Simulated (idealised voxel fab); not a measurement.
Herein follows the process module entitled voxel spacer lines.
Section shown: cut. Width: 195 nm. Cell size: 5 nm, square.
Format of a cross-section: grid, square cells. Given as bands. Order: top down. Band: one or more rows of cells. For a band, the entry starts with two heights in nm, that of the top and then that of the bottom, and carries on with the band's materials in order from left to right, each alongside its width in nm; the word "edge to edge" beside a single material means it fills the band edge to edge, and "air" means empty space. Where do heights start? At 0: under that level the wafer as delivered is made of one material only. And the lowest band has no floor; it just carries on downward, as in "0 nm and below". When a width is written as two numbers, as in "30->40", the first number is the width in the top row of cells of the band and the second is the width in its bottom row, and the width changes by the same amount from each row to the next. Step marked "nothing got changed"? Then no cell in the cross-section changed in it. The list in "Closed empty spaces" covers empty spaces of 8 cells or more that cannot reach the top through any open way, and it gives each as width x height at distance; the distance is from the left edge, and width, height and distance are in nm. Text after the settings on a step's line: the simulator's own remark on that step. "overlay nm" answers the question of how far to the right of plan the mask lay on a step that has a mask, and when it is negative the answer is to the left.

## Planned process steps
1) RECEIVE: material Si
2) CONFORMAL_DEP: material Al2O3, thk nm 10
3) DIRECTIONAL_DEP: material polySi, thk nm 10
4) DIRECTIONAL_DEP: material aC, thk nm 25
5) PATTERN: tone cover, mask id MANDREL, material resist, width nm 15, pitch nm 50, thk nm 35, overlay nm 0
6) DIRECTIONAL_ETCH: etch materials aC, depth nm 25
7) STRIP: etch materials resist
8) CONFORMAL_DEP: material SiO2, thk nm 10
9) DIRECTIONAL_ETCH: etch materials SiO2, depth nm 10
10) STRIP: etch materials aC
11) DIRECTIONAL_ETCH: etch materials polySi, depth nm 10
12) STRIP: etch materials SiO2

## First out of two wafers; run went to plan

## Cross-section of the wafer as it came to us, i.e., already through step 1
    0 nm and below: Si edge to edge
    Closed empty spaces: none

## Cross-section through the wafer, step 2 finished
    10 nm to 0 nm: Al2O3 edge to edge
    Everything below 0 is unchanged.

## Cross-section through the wafer, step 3 finished
    20 nm to 10 nm: polySi edge to edge
    Everything below 10 is unchanged.

## Cross-section through the wafer, step 4 finished
    45 nm to 20 nm: aC edge to edge
    Everything below 20 is unchanged.

## Cross-section through the wafer, step 5 finished
    80 nm to 45 nm: 40 air / 15 resist / 35 air / 15 resist / 35 air / 15 resist / 40 air
    Everything below 45 is unchanged.

## Cross-section through the wafer, step 6 finished
    55 nm to 45 nm: 40 air / 15 resist / 35 air / 15 resist / 35 air / 15 resist / 40 air
    45 nm to 20 nm: 40 air / 15 aC / 35 air / 15 aC / 35 air / 15 aC / 40 air
    Everything below 20 is unchanged.

## Cross-section through the wafer, step 7 finished
    45 nm to 20 nm: 40 air / 15 aC / 35 air / 15 aC / 35 air / 15 aC / 40 air
    Everything below 20 is unchanged.

## Cross-section through the wafer, step 8 finished
    55 nm to 45 nm: 30 air / 35 SiO2 / 15 air / 35 SiO2 / 15 air / 35 SiO2 / 30 air
    45 nm to 30 nm: 30 air / 10 SiO2 / 15 aC / 10 SiO2 / 15 air / 10 SiO2 / 15 aC / 10 SiO2 / 15 air / 10 SiO2 / 15 aC / 10 SiO2 / 30 air
    30 nm to 20 nm: 40 SiO2 / 15 aC / 35 SiO2 / 15 aC / 35 SiO2 / 15 aC / 40 SiO2
    Everything below 20 is unchanged.

## Cross-section through the wafer, step 9 finished
    45 nm to 20 nm: 30 air / 10 SiO2 / 15 aC / 10 SiO2 / 15 air / 10 SiO2 / 15 aC / 10 SiO2 / 15 air / 10 SiO2 / 15 aC / 10 SiO2 / 30 air
    Everything below 20 is unchanged.

## Cross-section through the wafer, step 10 finished
    45 nm to 20 nm: 30 air / 10 SiO2 / 15 air / 10 SiO2 / 15 air / 10 SiO2 / 15 air / 10 SiO2 / 15 air / 10 SiO2 / 15 air / 10 SiO2 / 30 air
    Everything below 20 is unchanged.

## Cross-section through the wafer, step 11 finished
    45 nm to 20 nm: 30 air / 10 SiO2 / 15 air / 10 SiO2 / 15 air / 10 SiO2 / 15 air / 10 SiO2 / 15 air / 10 SiO2 / 15 air / 10 SiO2 / 30 air
    20 nm to 10 nm: 30 air / 10 polySi / 15 air / 10 polySi / 15 air / 10 polySi / 15 air / 10 polySi / 15 air / 10 polySi / 15 air / 10 polySi / 30 air
    Everything below 10 is unchanged.

## Cross-section through the wafer, step 12 finished
    20 nm to 10 nm: 30 air / 10 polySi / 15 air / 10 polySi / 15 air / 10 polySi / 15 air / 10 polySi / 15 air / 10 polySi / 15 air / 10 polySi / 30 air
    Everything below 10 is unchanged.

## Wafer two. Same start, same plan, one slip in execution. Same as wafer one through step 4, inclusive

## Cross-sectional view of the second wafer at the intended end time of process step 5
    80 nm to 45 nm: 40 resist / 15 air / 35 resist / 15 air / 35 resist / 15 air / 40 resist
    Everything below 45 is unchanged.

## Cross-sectional view of the second wafer at the intended end time of process step 6
    55 nm to 45 nm: 40 resist / 15 air / 35 resist / 15 air / 35 resist / 15 air / 40 resist
    45 nm to 20 nm: 40 aC / 15 air / 35 aC / 15 air / 35 aC / 15 air / 40 aC
    Everything below 20 is unchanged.

## Cross-sectional view of the second wafer at the intended end time of process step 7
    45 nm to 20 nm: 40 aC / 15 air / 35 aC / 15 air / 35 aC / 15 air / 40 aC
    Everything below 20 is unchanged.

## Cross-sectional view of the second wafer at the intended end time of process step 8
    55 nm to 45 nm: SiO2 edge to edge
    45 nm to 20 nm: 40 aC / 15 SiO2 / 35 aC / 15 SiO2 / 35 aC / 15 SiO2 / 40 aC
    Everything below 20 is unchanged.

## Cross-sectional view of the second wafer at the intended end time of process step 9
    45 nm to 20 nm: 40 aC / 15 SiO2 / 35 aC / 15 SiO2 / 35 aC / 15 SiO2 / 40 aC
    Everything below 20 is unchanged.

## Cross-sectional view of the second wafer at the intended end time of process step 10
    45 nm to 20 nm: 40 air / 15 SiO2 / 35 air / 15 SiO2 / 35 air / 15 SiO2 / 40 air
    Everything below 20 is unchanged.

## Cross-sectional view of the second wafer at the intended end time of process step 11
    45 nm to 20 nm: 40 air / 15 SiO2 / 35 air / 15 SiO2 / 35 air / 15 SiO2 / 40 air
    20 nm to 10 nm: 40 air / 15 polySi / 35 air / 15 polySi / 35 air / 15 polySi / 40 air
    Everything below 10 is unchanged.

## Cross-sectional view of the second wafer at the intended end time of process step 12
    20 nm to 10 nm: 40 air / 15 polySi / 35 air / 15 polySi / 35 air / 15 polySi / 40 air
    Everything below 10 is unchanged.
Where did the run depart from the plan? step 5 ran as: PATTERN: tone open, mask id MANDREL, material resist, width nm 15, pitch nm 50, thk nm 35, overlay nm 0
Per the end-of-run cell counts, the second wafer holds more or fewer of some materials than the first: 6 fewer of polySi
